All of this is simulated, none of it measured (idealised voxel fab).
Title: Process Module voxel trench capacitor
cross-section cut | 255 nm wide | cells 5 nm
Square cells in a grid make up a cross-section in this document, and the grid is given as bands, listed from the top down, each one or more rows of cells.
The entry gives the band's vertical extent as a top height and a bottom height in nm, then its horizontal make-up as materials from left to right, each with a width in nm. "air" stands for empty space; a single material marked "edge to edge" fills the band edge to edge.
Measure heights from 0. That's the level where, below it, the as-received wafer is all one material. The lowest band is bottomless and extends downward; write it as in "0 and below".
With a width like "30..40", each row of cells in the band differs from the next by the same amount, the top row carrying the first number and the bottom row the second.
Step marked "no change"? Then no cell in the cross-section changed in it.
In the "Voids lacking openings" entry, you get each enclosed empty space of 8 cells or more, one with no open way to the top, written width x height at distance, distance from the left edge, in nm.
Anything after a step's settings on that line? It's the simulator's own note about the step.
You can add "overlay nm" to a step's line. For a step with a mask, it describes how far the mask lay to the right of its planned position, and a negative number describes a lay to the left.
**Planned step list for the process**
1: RECEIVE,material Si
2: CONFORMAL_DEP,material SiN,thk nm 10
3: DIRECTIONAL_DEP,material aC,thk nm 10
4: PATTERN,tone open,mask id TRENCH,material resist,width nm 30,pitch nm 55,thk nm 25,overlay nm 0
5: DIRECTIONAL_ETCH,etch materials aC,depth nm 10
6: STRIP,etch materials resist
7: DIRECTIONAL_ETCH,etch materials SiN,depth nm 10
8: DIRECTIONAL_ETCH,etch materials Si,depth nm 40
9: STRIP,etch materials aC
10: CONFORMAL_DEP,material Al2O3,thk nm 5
11: CONFORMAL_DEP,material TiN,thk nm 5
12: FILL_DEP,material W,thk nm 5
13: CMP,height nm 10
**The cross-section here shows the wafer as received, i.e. in its state after step 1**
	0 and below  Si edge to edge
	Voids lacking openings: none
**Here's the wafer cut in cross-section after the module, started and planned just like above, except one thing was done wrong in the run**
	10 down to 0  SiN: 85 | TiN: 5 | Al2O3: 5 | W: 10 | Al2O3: 5 | TiN: 5 | SiN: 25 | TiN: 5 | Al2O3: 5 | W: 10 | Al2O3: 5 | TiN: 5 | SiN: 85
	0 down to -30  Si: 85 | TiN: 5 | Al2O3: 5 | W: 10 | Al2O3: 5 | TiN: 5 | Si: 25 | TiN: 5 | Al2O3: 5 | W: 10 | Al2O3: 5 | TiN: 5 | Si: 85
	-30 down to -35  Si: 85 | TiN: 5 | Al2O3: 20 | TiN: 5 | Si: 25 | TiN: 5 | Al2O3: 20 | TiN: 5 | Si: 85
	-35 down to -40  Si: 85 | TiN: 30 | Si: 25 | TiN: 30 | Si: 85
	-40 and below  Si edge to edge
	Voids lacking openings: none
Want to know what went wrong? plan steps 10 and 11 run swapped
